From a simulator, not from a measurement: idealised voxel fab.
process module | voxel lift off
cross-section cut | 165 nm wide | cells 5 nm
A cross-section is a grid of square cells, given in bands from the top down. A band is one or more rows of cells.
Each band's line starts with the height of the band's top and of its bottom, in nm. Then come its materials from left to right, each with its width in nm. One material with "throughout" fills the band from edge to edge. "air" is empty space.
Height 0 is the level under which the wafer as received is all one material. The lowest band goes on downwards, as in "0 down".
A width such as "30 to 40" changes by the same amount from each row of cells to the next, from the band's top row to its bottom row.
"no change" after a step means that no cell of the cross-section changed.
closed voids: empty space of 8 cells or more with no open way to the top, each as width x height at its distance from the left edge, in nm
after a step's settings: what the simulator itself notes on the step
overlay nm, on a step with a mask: how far to the right of its planned place the mask lay; to the left if negative
plan
1 op RECEIVE | material Si
2 op CONFORMAL_DEP | material SiO2 | thk nm 15
3 op PATTERN | tone open | mask id LINES | material resist | width nm 30 | pitch nm 45 | thk nm 25 | overlay nm 0
4 op DIRECTIONAL_DEP | material Ru | thk nm 10
5 op STRIP | etch materials resist
6 op CONFORMAL_DEP | material SiO2 | thk nm 10
as received, after step 1
  0 down: Si throughout
  closed voids: none
a wafer at the end: this start, this plan, one mistake
  35 to 25: air 15 | SiO2 40 | air 5 | SiO2 40 | air 5 | SiO2 40 | air 20
  25 to 15: SiO2 25 | Ru 20 | SiO2 25 | Ru 20 | SiO2 25 | Ru 20 | SiO2 30
  15 to 0: SiO2 throughout
  0 down: Si throughout
  closed voids: none
what went wrong: step 3 ran as: op PATTERN | tone open | mask id LINES | material resist | width nm 20 | pitch nm 45 | thk nm 25 | overlay nm 0
